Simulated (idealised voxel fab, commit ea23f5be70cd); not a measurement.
process module | voxel self aligned contacts
cross-section cut | 240 nm wide | cells 5 nm
A cross-section is a grid of square cells, given in bands from the top down. A band is one or more rows of cells.
Each band's line starts with the height of the band's top and of its bottom, in nm. Then come its materials from left to right, each with its width in nm. One material with "throughout" fills the band from edge to edge. "air" is empty space.
Height 0 is the level under which the wafer as received is all one material. The lowest band goes on downwards, as in "0 down".
A width such as "30 to 40" changes by the same amount from each row of cells to the next, from the band's top row to its bottom row.
"no change" after a step means that no cell of the cross-section changed.
closed voids: empty space of 8 cells or more with no open way to the top, each as width x height at its distance from the left edge, in nm
after a step's settings: what the simulator itself notes on the step
overlay nm, on a step with a mask: how far to the right of its planned place the mask lay; to the left if negative
Each pair below shows a cross-section before one step and the cross-section after it, down to the lowest band that changed. The line under each pair gives the step between them, with its settings. The pairs can come from different runs of this module on the same starting wafer, so a pair continues from the pair above only where its "before" says so.
before
  0 down: Si throughout
  closed voids: none
after
  0 to -5: SiO2 throughout
  below -5: unchanged
  closed voids: none
the step between: op OXIDIZE | depth nm 5
before: the cross-section after the pair above
after
  20 to 0: polySi throughout
  below 0: unchanged
  closed voids: none
the step between: op DIRECTIONAL_DEP | material polySi | thk nm 20
before: the cross-section after the pair above
after
  35 to 20: SiN throughout
  below 20: unchanged
  closed voids: none
the step between: op DIRECTIONAL_DEP | material SiN | thk nm 15
before: the cross-section after the pair above
after
  55 to 35: air 75 | resist 30 | air 30 | resist 30 | air 75
  below 35: unchanged
  closed voids: none
the step between: op PATTERN | tone cover | mask id GATE | material resist | width nm 30 | pitch nm 60 | thk nm 20 | overlay nm 0
before: the cross-section after the pair above
after
  55 to 35: air 75 | resist 30 | air 30 | resist 30 | air 75
  35 to 20: air 75 | SiN 30 | air 30 | SiN 30 | air 75
  below 20: unchanged
  closed voids: none
the step between: op DIRECTIONAL_ETCH | etch materials SiN | depth nm 15
before: the cross-section after the pair above
after
  55 to 35: air 75 | resist 30 | air 30 | resist 30 | air 75
  35 to 20: air 75 | SiN 30 | air 30 | SiN 30 | air 75
  20 to 0: air 75 | polySi 30 | air 30 | polySi 30 | air 75
  below 0: unchanged
  closed voids: none
the step between: op DIRECTIONAL_ETCH | etch materials polySi | depth nm 20
before: the cross-section after the pair above
after
  35 to 20: air 75 | SiN 30 | air 30 | SiN 30 | air 75
  below 20: unchanged
  closed voids: none
the step between: op STRIP | etch materials resist
before: the cross-section after the pair above
after
  40 to 20: air 70 | SiN 40 | air 20 | SiN 40 | air 70
  20 to 5: air 70 | SiN 5 | polySi 30 | SiN 5 | air 20 | SiN 5 | polySi 30 | SiN 5 | air 70
  5 to 0: SiN 75 | polySi 30 | SiN 30 | polySi 30 | SiN 75
  below 0: unchanged
  closed voids: none
the step between: op CONFORMAL_DEP | material SiN | thk nm 5
before: the cross-section after the pair above
after
  35 to 20: air 70 | SiN 40 | air 20 | SiN 40 | air 70
  20 to 0: air 70 | SiN 5 | polySi 30 | SiN 5 | air 20 | SiN 5 | polySi 30 | SiN 5 | air 70
  below 0: unchanged
  closed voids: none
the step between: op DIRECTIONAL_ETCH | etch materials SiN | depth nm 5
before: the cross-section after the pair above
after
  50 to 35: SiO2 throughout
  35 to 20: SiO2 70 | SiN 40 | SiO2 20 | SiN 40 | SiO2 70
  20 to 0: SiO2 70 | SiN 5 | polySi 30 | SiN 5 | SiO2 20 | SiN 5 | polySi 30 | SiN 5 | SiO2 70
  below 0: unchanged
  closed voids: none
the step between: op FILL_DEP | material SiO2 | thk nm 15
before: the cross-section after the pair above
after
  40 to 35: SiO2 throughout
  below 35: unchanged
  closed voids: none
the step between: op CMP | height nm 40
before: the cross-section after the pair above
after
  55 to 40: resist 100 | air 40 | resist 100
  below 40: unchanged
  closed voids: none
the step between: op PATTERN | tone open | mask id CONTACT | material resist | width nm 40 | thk nm 15 | overlay nm 0
before: the cross-section after the pair above
after
  55 to 40: resist 100 | air 40 | resist 100
  40 to 35: SiO2 100 | air 40 | SiO2 100
  35 to 20: SiO2 70 | SiN 40 | air 20 | SiN 40 | SiO2 70
  20 to 0: SiO2 70 | SiN 5 | polySi 30 | SiN 5 | air 20 | SiN 5 | polySi 30 | SiN 5 | SiO2 70
  0 to -5: SiO2 110 | air 20 | SiO2 110
  below -5: unchanged
  closed voids: none
the step between: op DIRECTIONAL_ETCH | etch materials SiO2 | depth nm 45
before: the cross-section after the pair above
after
  40 to 35: SiO2 100 | air 40 | SiO2 100
  below 35: unchanged
  closed voids: none
the step between: op STRIP | etch materials resist
before: the cross-section after the pair above
after
  45 to 40: TiN 105 | air 30 | TiN 105
  40 to 35: SiO2 100 | TiN 15 | air 10 | TiN 15 | SiO2 100
  35 to 20: SiO2 70 | SiN 40 | TiN 5 | air 10 | TiN 5 | SiN 40 | SiO2 70
  20 to 0: SiO2 70 | SiN 5 | polySi 30 | SiN 5 | TiN 5 | air 10 | TiN 5 | SiN 5 | polySi 30 | SiN 5 | SiO2 70
  0 to -5: SiO2 110 | TiN 20 | SiO2 110
  below -5: unchanged
  closed voids: none
the step between: op CONFORMAL_DEP | material TiN | thk nm 5
before: the cross-section after the pair above
after
  50 to 45: Ru throughout
  45 to 40: TiN 105 | Ru 30 | TiN 105
  40 to 35: SiO2 100 | TiN 15 | Ru 10 | TiN 15 | SiO2 100
  35 to 20: SiO2 70 | SiN 40 | TiN 5 | Ru 10 | TiN 5 | SiN 40 | SiO2 70
  20 to 0: SiO2 70 | SiN 5 | polySi 30 | SiN 5 | TiN 5 | Ru 10 | TiN 5 | SiN 5 | polySi 30 | SiN 5 | SiO2 70
  below 0: unchanged
  closed voids: none
the step between: op FILL_DEP | material Ru | thk nm 5
before: the cross-section after the pair above
after
  40 to 35: SiO2 100 | TiN 15 | Ru 10 | TiN 15 | SiO2 100
  below 35: unchanged
  closed voids: none
the step between: op CMP | height nm 40
before: the cross-section after the pair above
after
  45 to 40: SiCN throughout
  below 40: unchanged
  closed voids: none
the step between: op CONFORMAL_DEP | material SiCN | thk nm 5
before
  0 down: Si throughout
  closed voids: none
after
  20 to 0: polySi throughout
  below 0: unchanged
  closed voids: none
the step between: op DIRECTIONAL_DEP | material polySi | thk nm 20
before: the cross-section after the pair above
after
  35 to 20: SiN throughout
  below 20: unchanged
  closed voids: none
the step between: op DIRECTIONAL_DEP | material SiN | thk nm 15
before: the cross-section after the pair above
after
  55 to 35: air 75 | resist 30 | air 30 | resist 30 | air 75
  below 35: unchanged
  closed voids: none
the step between: op PATTERN | tone cover | mask id GATE | material resist | width nm 30 | pitch nm 60 | thk nm 20 | overlay nm 0
before: the cross-section after the pair above
after
  55 to 35: air 75 | resist 30 | air 30 | resist 30 | air 75
  35 to 20: air 75 | SiN 30 | air 30 | SiN 30 | air 75
  below 20: unchanged
  closed voids: none
the step between: op DIRECTIONAL_ETCH | etch materials SiN | depth nm 15
before: the cross-section after the pair above
after
  55 to 35: air 75 | resist 30 | air 30 | resist 30 | air 75
  35 to 20: air 75 | SiN 30 | air 30 | SiN 30 | air 75
  20 to 0: air 75 | polySi 30 | air 30 | polySi 30 | air 75
  below 0: unchanged
  closed voids: none
the step between: op DIRECTIONAL_ETCH | etch materials polySi | depth nm 20
before: the cross-section after the pair above
after
  35 to 20: air 75 | SiN 30 | air 30 | SiN 30 | air 75
  below 20: unchanged
  closed voids: none
the step between: op STRIP | etch materials resist
before: the cross-section after the pair above
after
  40 to 20: air 70 | SiN 40 | air 20 | SiN 40 | air 70
  20 to 5: air 70 | SiN 5 | polySi 30 | SiN 5 | air 20 | SiN 5 | polySi 30 | SiN 5 | air 70
  5 to 0: SiN 75 | polySi 30 | SiN 30 | polySi 30 | SiN 75
  below 0: unchanged
  closed voids: none
the step between: op CONFORMAL_DEP | material SiN | thk nm 5
before: the cross-section after the pair above
after
  35 to 20: air 70 | SiN 40 | air 20 | SiN 40 | air 70
  20 to 0: air 70 | SiN 5 | polySi 30 | SiN 5 | air 20 | SiN 5 | polySi 30 | SiN 5 | air 70
  below 0: unchanged
  closed voids: none
the step between: op DIRECTIONAL_ETCH | etch materials SiN | depth nm 5
before: the cross-section after the pair above
after
  50 to 35: SiO2 throughout
  35 to 20: SiO2 70 | SiN 40 | SiO2 20 | SiN 40 | SiO2 70
  20 to 0: SiO2 70 | SiN 5 | polySi 30 | SiN 5 | SiO2 20 | SiN 5 | polySi 30 | SiN 5 | SiO2 70
  below 0: unchanged
  closed voids: none
the step between: op FILL_DEP | material SiO2 | thk nm 15
before: the cross-section after the pair above
after
  40 to 35: SiO2 throughout
  below 35: unchanged
  closed voids: none
the step between: op CMP | height nm 40
before: the cross-section after the pair above
after
  55 to 40: resist 100 | air 40 | resist 100
  below 40: unchanged
  closed voids: none
the step between: op PATTERN | tone open | mask id CONTACT | material resist | width nm 40 | thk nm 15 | overlay nm 0
before: the cross-section after the pair above
after
  55 to 40: resist 100 | air 40 | resist 100
  40 to 35: SiO2 100 | air 40 | SiO2 100
  35 to 20: SiO2 70 | SiN 40 | air 20 | SiN 40 | SiO2 70
  20 to 0: SiO2 70 | SiN 5 | polySi 30 | SiN 5 | air 20 | SiN 5 | polySi 30 | SiN 5 | SiO2 70
  below 0: unchanged
  closed voids: none
the step between: op DIRECTIONAL_ETCH | etch materials SiO2 | depth nm 45
before: the cross-section after the pair above
after
  40 to 35: SiO2 100 | air 40 | SiO2 100
  below 35: unchanged
  closed voids: none
the step between: op STRIP | etch materials resist
before: the cross-section after the pair above
after
  45 to 40: TiN 105 | air 30 | TiN 105
  40 to 35: SiO2 100 | TiN 15 | air 10 | TiN 15 | SiO2 100
  35 to 20: SiO2 70 | SiN 40 | TiN 5 | air 10 | TiN 5 | SiN 40 | SiO2 70
  20 to 5: SiO2 70 | SiN 5 | polySi 30 | SiN 5 | TiN 5 | air 10 | TiN 5 | SiN 5 | polySi 30 | SiN 5 | SiO2 70
  5 to 0: SiO2 70 | SiN 5 | polySi 30 | SiN 5 | TiN 20 | SiN 5 | polySi 30 | SiN 5 | SiO2 70
  below 0: unchanged
  closed voids: none
the step between: op CONFORMAL_DEP | material TiN | thk nm 5
before: the cross-section after the pair above
after
  50 to 45: Ru throughout
  45 to 40: TiN 105 | Ru 30 | TiN 105
  40 to 35: SiO2 100 | TiN 15 | Ru 10 | TiN 15 | SiO2 100
  35 to 20: SiO2 70 | SiN 40 | TiN 5 | Ru 10 | TiN 5 | SiN 40 | SiO2 70
  20 to 5: SiO2 70 | SiN 5 | polySi 30 | SiN 5 | TiN 5 | Ru 10 | TiN 5 | SiN 5 | polySi 30 | SiN 5 | SiO2 70
  below 5: unchanged
  closed voids: none
the step between: op FILL_DEP | material Ru | thk nm 5
before: the cross-section after the pair above
after
  40 to 35: SiO2 100 | TiN 15 | Ru 10 | TiN 15 | SiO2 100
  below 35: unchanged
  closed voids: none
the step between: op CMP | height nm 40
before: the cross-section after the pair above
after
  45 to 40: SiCN throughout
  below 40: unchanged
  closed voids: none
the step between: op CONFORMAL_DEP | material SiCN | thk nm 5
before
  20 to 0: polySi throughout
  0 to -5: SiO2 throughout
  -5 down: Si throughout
  closed voids: none
after
  40 to 0: polySi throughout
  below 0: unchanged
  closed voids: none
the step between: op DIRECTIONAL_DEP | material polySi | thk nm 20
before: the cross-section after the pair above
after
  55 to 40: SiN throughout
  below 40: unchanged
  closed voids: none
the step between: op DIRECTIONAL_DEP | material SiN | thk nm 15
before: the cross-section after the pair above
after
  75 to 55: air 75 | resist 30 | air 30 | resist 30 | air 75
  below 55: unchanged
  closed voids: none
the step between: op PATTERN | tone cover | mask id GATE | material resist | width nm 30 | pitch nm 60 | thk nm 20 | overlay nm 0
before: the cross-section after the pair above
after
  75 to 55: air 75 | resist 30 | air 30 | resist 30 | air 75
  55 to 40: air 75 | SiN 30 | air 30 | SiN 30 | air 75
  below 40: unchanged
  closed voids: none
the step between: op DIRECTIONAL_ETCH | etch materials SiN | depth nm 15
before: the cross-section after the pair above
after
  75 to 55: air 75 | resist 30 | air 30 | resist 30 | air 75
  55 to 40: air 75 | SiN 30 | air 30 | SiN 30 | air 75
  40 to 20: air 75 | polySi 30 | air 30 | polySi 30 | air 75
  below 20: unchanged
  closed voids: none
the step between: op DIRECTIONAL_ETCH | etch materials polySi | depth nm 20
before: the cross-section after the pair above
after
  55 to 40: air 75 | SiN 30 | air 30 | SiN 30 | air 75
  below 40: unchanged
  closed voids: none
the step between: op STRIP | etch materials resist
before: the cross-section after the pair above
after
  60 to 40: air 70 | SiN 40 | air 20 | SiN 40 | air 70
  40 to 25: air 70 | SiN 5 | polySi 30 | SiN 5 | air 20 | SiN 5 | polySi 30 | SiN 5 | air 70
  25 to 20: SiN 75 | polySi 30 | SiN 30 | polySi 30 | SiN 75
  below 20: unchanged
  closed voids: none
the step between: op CONFORMAL_DEP | material SiN | thk nm 5
before: the cross-section after the pair above
after
  55 to 40: air 70 | SiN 40 | air 20 | SiN 40 | air 70
  40 to 20: air 70 | SiN 5 | polySi 30 | SiN 5 | air 20 | SiN 5 | polySi 30 | SiN 5 | air 70
  below 20: unchanged
  closed voids: none
the step between: op DIRECTIONAL_ETCH | etch materials SiN | depth nm 5
before: the cross-section after the pair above
after
  70 to 55: SiO2 throughout
  55 to 40: SiO2 70 | SiN 40 | SiO2 20 | SiN 40 | SiO2 70
  40 to 20: SiO2 70 | SiN 5 | polySi 30 | SiN 5 | SiO2 20 | SiN 5 | polySi 30 | SiN 5 | SiO2 70
  below 20: unchanged
  closed voids: none
the step between: op FILL_DEP | material SiO2 | thk nm 15
before: the cross-section after the pair above
after
  40 to 20: SiO2 70 | SiN 5 | polySi 30 | SiN 5 | SiO2 20 | SiN 5 | polySi 30 | SiN 5 | SiO2 70
  below 20: unchanged
  closed voids: none
the step between: op CMP | height nm 40
before: the cross-section after the pair above
after
  55 to 40: resist 100 | air 40 | resist 100
  below 40: unchanged
  closed voids: none
the step between: op PATTERN | tone open | mask id CONTACT | material resist | width nm 40 | thk nm 15 | overlay nm 0
before: the cross-section after the pair above
after
  55 to 40: resist 100 | air 40 | resist 100
  40 to 20: SiO2 70 | SiN 5 | polySi 30 | SiN 5 | air 20 | SiN 5 | polySi 30 | SiN 5 | SiO2 70
  below 20: unchanged
  closed voids: none
the step between: op DIRECTIONAL_ETCH | etch materials SiO2 | depth nm 45
before: the cross-section after the pair above
after
  40 to 20: SiO2 70 | SiN 5 | polySi 30 | SiN 5 | air 20 | SiN 5 | polySi 30 | SiN 5 | SiO2 70
  below 20: unchanged
  closed voids: none
the step between: op STRIP | etch materials resist
before: the cross-section after the pair above
after
  45 to 40: TiN 115 | air 10 | TiN 115
  40 to 25: SiO2 70 | SiN 5 | polySi 30 | SiN 5 | TiN 5 | air 10 | TiN 5 | SiN 5 | polySi 30 | SiN 5 | SiO2 70
  25 to 20: SiO2 70 | SiN 5 | polySi 30 | SiN 5 | TiN 20 | SiN 5 | polySi 30 | SiN 5 | SiO2 70
  below 20: unchanged
  closed voids: none
the step between: op CONFORMAL_DEP | material TiN | thk nm 5
before: the cross-section after the pair above
after
  50 to 45: Ru throughout
  45 to 40: TiN 115 | Ru 10 | TiN 115
  40 to 25: SiO2 70 | SiN 5 | polySi 30 | SiN 5 | TiN 5 | Ru 10 | TiN 5 | SiN 5 | polySi 30 | SiN 5 | SiO2 70
  below 25: unchanged
  closed voids: none
the step between: op FILL_DEP | material Ru | thk nm 5
before: the cross-section after the pair above
after
  40 to 25: SiO2 70 | SiN 5 | polySi 30 | SiN 5 | TiN 5 | Ru 10 | TiN 5 | SiN 5 | polySi 30 | SiN 5 | SiO2 70
  below 25: unchanged
  closed voids: none
the step between: op CMP | height nm 40
before: the cross-section after the pair above
after
  45 to 40: SiCN throughout
  below 40: unchanged
  closed voids: none
the step between: op CONFORMAL_DEP | material SiCN | thk nm 5
before
  20 to 0: polySi throughout
  0 down: Si throughout
  closed voids: none
after
  20 to 15: SiO2 throughout
  below 15: unchanged
  closed voids: none
the step between: op OXIDIZE | depth nm 5
before: the cross-section after the pair above
after
  35 to 20: SiN throughout
  below 20: unchanged
  closed voids: none
the step between: op DIRECTIONAL_DEP | material SiN | thk nm 15
before: the cross-section after the pair above
after
  55 to 35: air 75 | resist 30 | air 30 | resist 30 | air 75
  below 35: unchanged
  closed voids: none
the step between: op PATTERN | tone cover | mask id GATE | material resist | width nm 30 | pitch nm 60 | thk nm 20 | overlay nm 0
before: the cross-section after the pair above
after
  55 to 35: air 75 | resist 30 | air 30 | resist 30 | air 75
  35 to 20: air 75 | SiN 30 | air 30 | SiN 30 | air 75
  below 20: unchanged
  closed voids: none
the step between: op DIRECTIONAL_ETCH | etch materials SiN | depth nm 15
before: the cross-section after the pair above
after
  35 to 20: air 75 | SiN 30 | air 30 | SiN 30 | air 75
  below 20: unchanged
  closed voids: none
the step between: op STRIP | etch materials resist
before: the cross-section after the pair above
after
  40 to 25: air 70 | SiN 40 | air 20 | SiN 40 | air 70
  25 to 20: SiN throughout
  below 20: unchanged
  closed voids: none
the step between: op CONFORMAL_DEP | material SiN | thk nm 5
before: the cross-section after the pair above
after
  35 to 20: air 70 | SiN 40 | air 20 | SiN 40 | air 70
  below 20: unchanged
  closed voids: none
the step between: op DIRECTIONAL_ETCH | etch materials SiN | depth nm 5
before: the cross-section after the pair above
after
  50 to 35: SiO2 throughout
  35 to 20: SiO2 70 | SiN 40 | SiO2 20 | SiN 40 | SiO2 70
  below 20: unchanged
  closed voids: none
the step between: op FILL_DEP | material SiO2 | thk nm 15
before: the cross-section after the pair above
after
  40 to 35: SiO2 throughout
  below 35: unchanged
  closed voids: none
the step between: op CMP | height nm 40
before: the cross-section after the pair above
after
  55 to 40: resist 100 | air 40 | resist 100
  below 40: unchanged
  closed voids: none
the step between: op PATTERN | tone open | mask id CONTACT | material resist | width nm 40 | thk nm 15 | overlay nm 0
before: the cross-section after the pair above
after
  55 to 40: resist 100 | air 40 | resist 100
  40 to 35: SiO2 100 | air 40 | SiO2 100
  35 to 20: SiO2 70 | SiN 40 | air 20 | SiN 40 | SiO2 70
  20 to 15: SiO2 110 | air 20 | SiO2 110
  below 15: unchanged
  closed voids: none
the step between: op DIRECTIONAL_ETCH | etch materials SiO2 | depth nm 45
before: the cross-section after the pair above
after
  40 to 35: SiO2 100 | air 40 | SiO2 100
  below 35: unchanged
  closed voids: none
the step between: op STRIP | etch materials resist
before: the cross-section after the pair above
after
  45 to 40: TiN 105 | air 30 | TiN 105
  40 to 35: SiO2 100 | TiN 15 | air 10 | TiN 15 | SiO2 100
  35 to 20: SiO2 70 | SiN 40 | TiN 5 | air 10 | TiN 5 | SiN 40 | SiO2 70
  20 to 15: SiO2 110 | TiN 20 | SiO2 110
  below 15: unchanged
  closed voids: none
the step between: op CONFORMAL_DEP | material TiN | thk nm 5
before: the cross-section after the pair above
after
  50 to 45: Ru throughout
  45 to 40: TiN 105 | Ru 30 | TiN 105
  40 to 35: SiO2 100 | TiN 15 | Ru 10 | TiN 15 | SiO2 100
  35 to 20: SiO2 70 | SiN 40 | TiN 5 | Ru 10 | TiN 5 | SiN 40 | SiO2 70
  below 20: unchanged
  closed voids: none
the step between: op FILL_DEP | material Ru | thk nm 5
before: the cross-section after the pair above
after
  40 to 35: SiO2 100 | TiN 15 | Ru 10 | TiN 15 | SiO2 100
  below 35: unchanged
  closed voids: none
the step between: op CMP | height nm 40
before: the cross-section after the pair above
after
  45 to 40: SiCN throughout
  below 40: unchanged
  closed voids: none
the step between: op CONFORMAL_DEP | material SiCN | thk nm 5
before
  50 to 35: SiO2 throughout
  35 to 20: SiO2 70 | SiN 40 | SiO2 20 | SiN 40 | SiO2 70
  20 to 0: SiO2 70 | SiN 5 | polySi 30 | SiN 5 | SiO2 20 | SiN 5 | polySi 30 | SiN 5 | SiO2 70
  0 to -5: SiO2 throughout
  -5 down: Si throughout
  closed voids: none
after
  35 to 20: SiO2 70 | SiN 40 | SiO2 20 | SiN 40 | SiO2 70
  below 20: unchanged
  closed voids: none
the step between: op CMP | height nm 35
before: the cross-section after the pair above
after
  50 to 35: resist 100 | air 40 | resist 100
  below 35: unchanged
  closed voids: none
the step between: op PATTERN | tone open | mask id CONTACT | material resist | width nm 40 | thk nm 15 | overlay nm 0
before: the cross-section after the pair above
after
  50 to 35: resist 100 | air 40 | resist 100
  35 to 20: SiO2 70 | SiN 40 | air 20 | SiN 40 | SiO2 70
  20 to 0: SiO2 70 | SiN 5 | polySi 30 | SiN 5 | air 20 | SiN 5 | polySi 30 | SiN 5 | SiO2 70
  0 to -5: SiO2 110 | air 20 | SiO2 110
  below -5: unchanged
  closed voids: none
the step between: op DIRECTIONAL_ETCH | etch materials SiO2 | depth nm 45
before: the cross-section after the pair above
after
  35 to 20: SiO2 70 | SiN 40 | air 20 | SiN 40 | SiO2 70
  below 20: unchanged
  closed voids: none
the step between: op STRIP | etch materials resist
before: the cross-section after the pair above
after
  40 to 35: TiN 115 | air 10 | TiN 115
  35 to 20: SiO2 70 | SiN 40 | TiN 5 | air 10 | TiN 5 | SiN 40 | SiO2 70
  20 to 0: SiO2 70 | SiN 5 | polySi 30 | SiN 5 | TiN 5 | air 10 | TiN 5 | SiN 5 | polySi 30 | SiN 5 | SiO2 70
  0 to -5: SiO2 110 | TiN 20 | SiO2 110
  below -5: unchanged
  closed voids: none
the step between: op CONFORMAL_DEP | material TiN | thk nm 5
before: the cross-section after the pair above
after
  45 to 40: Ru throughout
  40 to 35: TiN 115 | Ru 10 | TiN 115
  35 to 20: SiO2 70 | SiN 40 | TiN 5 | Ru 10 | TiN 5 | SiN 40 | SiO2 70
  20 to 0: SiO2 70 | SiN 5 | polySi 30 | SiN 5 | TiN 5 | Ru 10 | TiN 5 | SiN 5 | polySi 30 | SiN 5 | SiO2 70
  below 0: unchanged
  closed voids: none
the step between: op FILL_DEP | material Ru | thk nm 5
before: the cross-section after the pair above
after
  40 to 35: TiN 115 | Ru 10 | TiN 115
  below 35: unchanged
  closed voids: none
the step between: op CMP | height nm 40
before: the cross-section after the pair above
after
  45 to 40: SiCN throughout
  below 40: unchanged
  closed voids: none
the step between: op CONFORMAL_DEP | material SiCN | thk nm 5
before
  40 to 35: SiO2 throughout
  35 to 20: SiO2 70 | SiN 40 | SiO2 20 | SiN 40 | SiO2 70
  20 to 0: SiO2 70 | SiN 5 | polySi 30 | SiN 5 | SiO2 20 | SiN 5 | polySi 30 | SiN 5 | SiO2 70
  0 to -5: SiO2 throughout
  -5 down: Si throughout
  closed voids: none
after
  55 to 40: resist 105 | air 35 | resist 100
  below 40: unchanged
  closed voids: none
the step between: op PATTERN | tone open | mask id CONTACT | material resist | width nm 35 | thk nm 15 | overlay nm 0
before: the cross-section after the pair above
after
  55 to 40: resist 105 | air 35 | resist 100
  40 to 35: SiO2 105 | air 35 | SiO2 100
  35 to 20: SiO2 70 | SiN 40 | air 20 | SiN 40 | SiO2 70
  20 to 0: SiO2 70 | SiN 5 | polySi 30 | SiN 5 | air 20 | SiN 5 | polySi 30 | SiN 5 | SiO2 70
  0 to -5: SiO2 110 | air 20 | SiO2 110
  below -5: unchanged
  closed voids: none
the step between: op DIRECTIONAL_ETCH | etch materials SiO2 | depth nm 45
before: the cross-section after the pair above
after
  40 to 35: SiO2 105 | air 35 | SiO2 100
  below 35: unchanged
  closed voids: none
the step between: op STRIP | etch materials resist
before: the cross-section after the pair above
after
  45 to 40: TiN 110 | air 25 | TiN 105
  40 to 35: SiO2 105 | TiN 10 | air 10 | TiN 15 | SiO2 100
  35 to 20: SiO2 70 | SiN 40 | TiN 5 | air 10 | TiN 5 | SiN 40 | SiO2 70
  20 to 0: SiO2 70 | SiN 5 | polySi 30 | SiN 5 | TiN 5 | air 10 | TiN 5 | SiN 5 | polySi 30 | SiN 5 | SiO2 70
  0 to -5: SiO2 110 | TiN 20 | SiO2 110
  below -5: unchanged
  closed voids: none
the step between: op CONFORMAL_DEP | material TiN | thk nm 5
before: the cross-section after the pair above
after
  50 to 45: Ru throughout
  45 to 40: TiN 110 | Ru 25 | TiN 105
  40 to 35: SiO2 105 | TiN 10 | Ru 10 | TiN 15 | SiO2 100
  35 to 20: SiO2 70 | SiN 40 | TiN 5 | Ru 10 | TiN 5 | SiN 40 | SiO2 70
  20 to 0: SiO2 70 | SiN 5 | polySi 30 | SiN 5 | TiN 5 | Ru 10 | TiN 5 | SiN 5 | polySi 30 | SiN 5 | SiO2 70
  below 0: unchanged
  closed voids: none
the step between: op FILL_DEP | material Ru | thk nm 5
before: the cross-section after the pair above
after
  40 to 35: SiO2 105 | TiN 10 | Ru 10 | TiN 15 | SiO2 100
  below 35: unchanged
  closed voids: none
the step between: op CMP | height nm 40
before: the cross-section after the pair above
after
  45 to 40: SiCN throughout
  below 40: unchanged
  closed voids: none
the step between: op CONFORMAL_DEP | material SiCN | thk nm 5
before
  35 to 20: SiN throughout
  20 to 0: polySi throughout
  0 to -5: SiO2 throughout
  -5 down: Si throughout
  closed voids: none
after
  55 to 35: air 85 | resist 30 | air 30 | resist 30 | air 65
  below 35: unchanged
  closed voids: none
the step between: op PATTERN | tone cover | mask id GATE | material resist | width nm 30 | pitch nm 60 | thk nm 20 | overlay nm 10
before: the cross-section after the pair above
after
  55 to 35: air 85 | resist 30 | air 30 | resist 30 | air 65
  35 to 20: air 85 | SiN 30 | air 30 | SiN 30 | air 65
  below 20: unchanged
  closed voids: none
the step between: op DIRECTIONAL_ETCH | etch materials SiN | depth nm 15
before: the cross-section after the pair above
after
  55 to 35: air 85 | resist 30 | air 30 | resist 30 | air 65
  35 to 20: air 85 | SiN 30 | air 30 | SiN 30 | air 65
  20 to 0: air 85 | polySi 30 | air 30 | polySi 30 | air 65
  below 0: unchanged
  closed voids: none
the step between: op DIRECTIONAL_ETCH | etch materials polySi | depth nm 20
before: the cross-section after the pair above
after
  35 to 20: air 85 | SiN 30 | air 30 | SiN 30 | air 65
  below 20: unchanged
  closed voids: none
the step between: op STRIP | etch materials resist
before: the cross-section after the pair above
after
  40 to 20: air 80 | SiN 40 | air 20 | SiN 40 | air 60
  20 to 5: air 80 | SiN 5 | polySi 30 | SiN 5 | air 20 | SiN 5 | polySi 30 | SiN 5 | air 60
  5 to 0: SiN 85 | polySi 30 | SiN 30 | polySi 30 | SiN 65
  below 0: unchanged
  closed voids: none
the step between: op CONFORMAL_DEP | material SiN | thk nm 5
before: the cross-section after the pair above
after
  35 to 20: air 80 | SiN 40 | air 20 | SiN 40 | air 60
  20 to 0: air 80 | SiN 5 | polySi 30 | SiN 5 | air 20 | SiN 5 | polySi 30 | SiN 5 | air 60
  below 0: unchanged
  closed voids: none
the step between: op DIRECTIONAL_ETCH | etch materials SiN | depth nm 5
before: the cross-section after the pair above
after
  50 to 35: SiO2 throughout
  35 to 20: SiO2 80 | SiN 40 | SiO2 20 | SiN 40 | SiO2 60
  20 to 0: SiO2 80 | SiN 5 | polySi 30 | SiN 5 | SiO2 20 | SiN 5 | polySi 30 | SiN 5 | SiO2 60
  below 0: unchanged
  closed voids: none
the step between: op FILL_DEP | material SiO2 | thk nm 15
before: the cross-section after the pair above
after
  40 to 35: SiO2 throughout
  below 35: unchanged
  closed voids: none
the step between: op CMP | height nm 40
before: the cross-section after the pair above
after
  55 to 40: resist 100 | air 40 | resist 100
  below 40: unchanged
  closed voids: none
the step between: op PATTERN | tone open | mask id CONTACT | material resist | width nm 40 | thk nm 15 | overlay nm 0
before: the cross-section after the pair above
after
  55 to 40: resist 100 | air 40 | resist 100
  40 to 35: SiO2 100 | air 40 | SiO2 100
  35 to 20: SiO2 80 | SiN 40 | air 20 | SiN 40 | SiO2 60
  20 to 0: SiO2 80 | SiN 5 | polySi 30 | SiN 5 | air 20 | SiN 5 | polySi 30 | SiN 5 | SiO2 60
  0 to -5: SiO2 120 | air 20 | SiO2 100
  below -5: unchanged
  closed voids: none
the step between: op DIRECTIONAL_ETCH | etch materials SiO2 | depth nm 45
before: the cross-section after the pair above
after
  40 to 35: SiO2 100 | air 40 | SiO2 100
  below 35: unchanged
  closed voids: none
the step between: op STRIP | etch materials resist
before: the cross-section after the pair above
after
  45 to 40: TiN 105 | air 30 | TiN 105
  40 to 35: SiO2 100 | TiN 25 | air 10 | TiN 5 | SiO2 100
  35 to 20: SiO2 80 | SiN 40 | TiN 5 | air 10 | TiN 5 | SiN 40 | SiO2 60
  20 to 0: SiO2 80 | SiN 5 | polySi 30 | SiN 5 | TiN 5 | air 10 | TiN 5 | SiN 5 | polySi 30 | SiN 5 | SiO2 60
  0 to -5: SiO2 120 | TiN 20 | SiO2 100
  below -5: unchanged
  closed voids: none
the step between: op CONFORMAL_DEP | material TiN | thk nm 5
before: the cross-section after the pair above
after
  50 to 45: Ru throughout
  45 to 40: TiN 105 | Ru 30 | TiN 105
  40 to 35: SiO2 100 | TiN 25 | Ru 10 | TiN 5 | SiO2 100
  35 to 20: SiO2 80 | SiN 40 | TiN 5 | Ru 10 | TiN 5 | SiN 40 | SiO2 60
  20 to 0: SiO2 80 | SiN 5 | polySi 30 | SiN 5 | TiN 5 | Ru 10 | TiN 5 | SiN 5 | polySi 30 | SiN 5 | SiO2 60
  below 0: unchanged
  closed voids: none
the step between: op FILL_DEP | material Ru | thk nm 5
before: the cross-section after the pair above
after
  40 to 35: SiO2 100 | TiN 25 | Ru 10 | TiN 5 | SiO2 100
  below 35: unchanged
  closed voids: none
the step between: op CMP | height nm 40
before: the cross-section after the pair above
after
  45 to 40: SiCN throughout
  below 40: unchanged
  closed voids: none
the step between: op CONFORMAL_DEP | material SiCN | thk nm 5
before
  20 to 0: polySi throughout
  0 to -5: SiO2 throughout
  -5 down: Si throughout
  closed voids: none
after
  35 to 20: SiO2 throughout
  below 20: unchanged
  closed voids: none
the step between: op DIRECTIONAL_DEP | material SiO2 | thk nm 15
before: the cross-section after the pair above
after
  55 to 35: air 75 | resist 30 | air 30 | resist 30 | air 75
  below 35: unchanged
  closed voids: none
the step between: op PATTERN | tone cover | mask id GATE | material resist | width nm 30 | pitch nm 60 | thk nm 20 | overlay nm 0
before: the cross-section after the pair above
after
  35 to 20: SiO2 throughout
  below 20: unchanged
  closed voids: none
the step between: op STRIP | etch materials resist
before: the cross-section after the pair above
after
  40 to 35: SiN throughout
  below 35: unchanged
  closed voids: none
the step between: op CONFORMAL_DEP | material SiN | thk nm 5
